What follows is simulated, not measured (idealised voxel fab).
process module | voxel gate over fins
cross-section cut | 150 nm wide | cells 5 nm
A cross-section is a grid of square cells, given in bands from the top down. A band is one or more rows of cells.
Each band's line starts with the height of the band's top and of its bottom, in nm. Then come its materials from left to right, each with its width in nm. One material with "throughout" fills the band from edge to edge. "air" is empty space.
Height 0 is the level under which the wafer as received is all one material. The lowest band goes on downwards, as in "0 down".
A width such as "30 to 40" changes by the same amount from each row of cells to the next, from the band's top row to its bottom row.
"no change" after a step means that no cell of the cross-section changed.
closed voids: empty space of 8 cells or more with no open way to the top, each as width x height at its distance from the left edge, in nm
after a step's settings: what the simulator itself notes on the step
overlay nm, on a step with a mask: how far to the right of its planned place the mask lay; to the left if negative
plan
1 op RECEIVE | material Si
2 op CONFORMAL_DEP | material SiN | thk nm 10
3 op PATTERN | tone cover | mask id FINS | material resist | width nm 15 | pitch nm 35 | thk nm 15 | overlay nm 0
4 op DIRECTIONAL_ETCH | etch materials SiN | depth nm 10
5 op DIRECTIONAL_ETCH | etch materials Si | depth nm 30
6 op STRIP | etch materials resist
7 op OXIDIZE | depth nm 5
8 op FILL_DEP | material SiO2 | thk nm 10
9 op CMP | height nm 10
10 op SELECTIVE_ETCH | etch materials SiO2 | depth nm 20
11 op STRIP | etch materials SiN
12 op CONFORMAL_DEP | material HfO2 | thk nm 5
13 op CONFORMAL_DEP | material TiN | thk nm 5
14 op CONFORMAL_DEP | material TiAl | thk nm 5
15 op CONFORMAL_DEP | material TiN | thk nm 5
16 op FILL_DEP | material W | thk nm 10
17 op CMP | height nm 25
18 op CONFORMAL_DEP | material SiN | thk nm 5
as received, after step 1
  0 down: Si throughout
  closed voids: none
first wafer at the end, as planned
  30 to 25: SiN throughout
  25 to 20: W throughout
  20 to 15: W 15 | TiN 115 | W 20
  15 to 10: W 15 | TiN 5 | TiAl 105 | TiN 5 | W 20
  10 to 5: TiN 20 | TiAl 5 | TiN 25 | TiAl 10 | TiN 25 | TiAl 10 | TiN 25 | TiAl 5 | TiN 25
  5 to 0: TiAl 25 | TiN 5 | HfO2 15 | TiN 5 | TiAl 10 | TiN 5 | HfO2 15 | TiN 5 | TiAl 10 | TiN 5 | HfO2 15 | TiN 5 | TiAl 30
  0 to -5: TiN 30 | HfO2 5 | Si 5 | HfO2 5 | TiN 20 | HfO2 5 | Si 5 | HfO2 5 | TiN 20 | HfO2 5 | Si 5 | HfO2 5 | TiN 35
  -5 to -10: HfO2 35 | Si 5 | HfO2 30 | Si 5 | HfO2 30 | Si 5 | HfO2 40
  -10 to -35: SiO2 35 | Si 5 | SiO2 30 | Si 5 | SiO2 30 | Si 5 | SiO2 40
  -35 down: Si throughout
  closed voids: none
second wafer at the end: like start, like plan, one mistake
  30 to 25: SiN throughout
  25 to 20: W throughout
  20 to 15: TiN throughout
  15 to 10: TiAl throughout
  10 to 5: TiN 35 | TiAl 5 | TiN 30 | TiAl 5 | TiN 30 | TiAl 5 | TiN 40
  5 to 0: HfO2 30 | TiN 5 | TiAl 5 | TiN 5 | HfO2 20 | TiN 5 | TiAl 5 | TiN 5 | HfO2 20 | TiN 5 | TiAl 5 | TiN 5 | HfO2 35
  0 to -5: Si 25 | HfO2 5 | TiN 15 | HfO2 5 | Si 10 | HfO2 5 | TiN 15 | HfO2 5 | Si 10 | HfO2 5 | TiN 15 | HfO2 5 | Si 30
  -5 to -10: Si 25 | HfO2 25 | Si 10 | HfO2 25 | Si 10 | HfO2 25 | Si 30
  -10 to -35: Si 25 | SiO2 25 | Si 10 | SiO2 25 | Si 10 | SiO2 25 | Si 30
  -35 down: Si throughout
  closed voids: none
what went wrong: step 3 ran as: op PATTERN | tone open | mask id FINS | material resist | width nm 15 | pitch nm 35 | thk nm 15 | overlay nm 0
at the end the second wafer has, in cells: 84 more of Si | 60 fewer of SiO2 | 6 fewer of TiAl | 4 fewer of TiN | 14 fewer of W
